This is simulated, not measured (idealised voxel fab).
process module | voxel released beams
cross-section cut | 150 nm wide | cells 5 nm
A cross-section is a grid of square cells, given in bands from the top down. A band is one or more rows of cells.
Each band's line starts with the height of the band's top and of its bottom, in nm. Then come its materials from left to right, each with its width in nm. One material with "throughout" fills the band from edge to edge. "air" is empty space.
Height 0 is the level under which the wafer as received is all one material. The lowest band goes on downwards, as in "0 down".
A width such as "30 to 40" changes by the same amount from each row of cells to the next, from the band's top row to its bottom row.
"no change" after a step means that no cell of the cross-section changed.
closed voids: empty space of 8 cells or more with no open way to the top, each as width x height at its distance from the left edge, in nm
after a step's settings: what the simulator itself notes on the step
overlay nm, on a step with a mask: how far to the right of its planned place the mask lay; to the left if negative
plan
1 op RECEIVE | material Si
2 op CONFORMAL_DEP | material Al2O3 | thk nm 5
3 op DIRECTIONAL_DEP | material SiO2 | thk nm 20
4 op DIRECTIONAL_DEP | material aC | thk nm 10
5 op PATTERN | tone open | mask id ANCHOR | material resist | width nm 40 | thk nm 30 | overlay nm 0
6 op DIRECTIONAL_ETCH | etch materials aC | depth nm 10
7 op STRIP | etch materials resist
8 op DIRECTIONAL_ETCH | etch materials SiO2 | depth nm 20
9 op STRIP | etch materials aC
10 op CONFORMAL_DEP | material polySi | thk nm 15
11 op PATTERN | tone cover | mask id BEAM | material resist | width nm 115 | thk nm 15 | overlay nm 0
12 op DIRECTIONAL_ETCH | etch materials polySi | depth nm 15
13 op STRIP | etch materials resist
14 op STRIP | etch materials SiO2
first wafer, as planned
as received, after step 1
  0 down: Si throughout
  closed voids: none
after step 2
  5 to 0: Al2O3 throughout
  below 0: unchanged
after step 3
  25 to 5: SiO2 throughout
  below 5: unchanged
after step 4
  35 to 25: aC throughout
  below 25: unchanged
after step 5
  65 to 35: resist 20 | air 40 | resist 90
  below 35: unchanged
after step 6
  55 to 35: resist 20 | air 40 | resist 90
  35 to 25: aC 20 | air 40 | aC 90
  below 25: unchanged
after step 7
  35 to 25: aC 20 | air 40 | aC 90
  below 25: unchanged
after step 8
  35 to 25: aC 20 | air 40 | aC 90
  25 to 5: SiO2 20 | air 40 | SiO2 90
  below 5: unchanged
after step 9
  25 to 5: SiO2 20 | air 40 | SiO2 90
  below 5: unchanged
after step 10
  40 to 25: polySi 35 | air 10 | polySi 105
  25 to 20: SiO2 20 | polySi 15 | air 10 | polySi 15 | SiO2 90
  20 to 5: SiO2 20 | polySi 40 | SiO2 90
  below 5: unchanged
after step 11
  55 to 40: air 15 | resist 115 | air 20
  40 to 25: polySi 35 | resist 10 | polySi 105
  25 to 20: SiO2 20 | polySi 15 | resist 10 | polySi 15 | SiO2 90
  below 20: unchanged
after step 12
  55 to 40: air 15 | resist 115 | air 20
  40 to 25: air 15 | polySi 20 | resist 10 | polySi 85 | air 20
  below 25: unchanged
after step 13
  40 to 25: air 15 | polySi 20 | air 10 | polySi 85 | air 20
  25 to 20: SiO2 20 | polySi 15 | air 10 | polySi 15 | SiO2 90
  below 20: unchanged
after step 14
  40 to 25: air 15 | polySi 20 | air 10 | polySi 85 | air 20
  25 to 20: air 20 | polySi 15 | air 10 | polySi 15 | air 90
  20 to 5: air 20 | polySi 40 | air 90
  below 5: unchanged
second wafer: like start, like plan, one mistake. Through step 1 it matches the first wafer
when step 2 should have ended: no change
when step 3 should have ended
  20 to 0: SiO2 throughout
  below 0: unchanged
when step 4 should have ended
  30 to 20: aC throughout
  below 20: unchanged
when step 5 should have ended
  60 to 30: resist 20 | air 40 | resist 90
  below 30: unchanged
when step 6 should have ended
  50 to 30: resist 20 | air 40 | resist 90
  30 to 20: aC 20 | air 40 | aC 90
  below 20: unchanged
when step 7 should have ended
  30 to 20: aC 20 | air 40 | aC 90
  below 20: unchanged
when step 8 should have ended
  30 to 20: aC 20 | air 40 | aC 90
  20 to 0: SiO2 20 | air 40 | SiO2 90
  below 0: unchanged
when step 9 should have ended
  20 to 0: SiO2 20 | air 40 | SiO2 90
  below 0: unchanged
when step 10 should have ended
  35 to 20: polySi 35 | air 10 | polySi 105
  20 to 15: SiO2 20 | polySi 15 | air 10 | polySi 15 | SiO2 90
  15 to 0: SiO2 20 | polySi 40 | SiO2 90
  below 0: unchanged
when step 11 should have ended
  50 to 35: air 15 | resist 115 | air 20
  35 to 20: polySi 35 | resist 10 | polySi 105
  20 to 15: SiO2 20 | polySi 15 | resist 10 | polySi 15 | SiO2 90
  below 15: unchanged
when step 12 should have ended
  50 to 35: air 15 | resist 115 | air 20
  35 to 20: air 15 | polySi 20 | resist 10 | polySi 85 | air 20
  below 20: unchanged
when step 13 should have ended
  35 to 20: air 15 | polySi 20 | air 10 | polySi 85 | air 20
  20 to 15: SiO2 20 | polySi 15 | air 10 | polySi 15 | SiO2 90
  below 15: unchanged
when step 14 should have ended
  35 to 20: air 15 | polySi 20 | air 10 | polySi 85 | air 20
  20 to 15: air 20 | polySi 15 | air 10 | polySi 15 | air 90
  15 to 0: air 20 | polySi 40 | air 90
  below 0: unchanged
what went wrong: step 2 was left out
at the end the second wafer has, in cells: 30 fewer of Al2O3
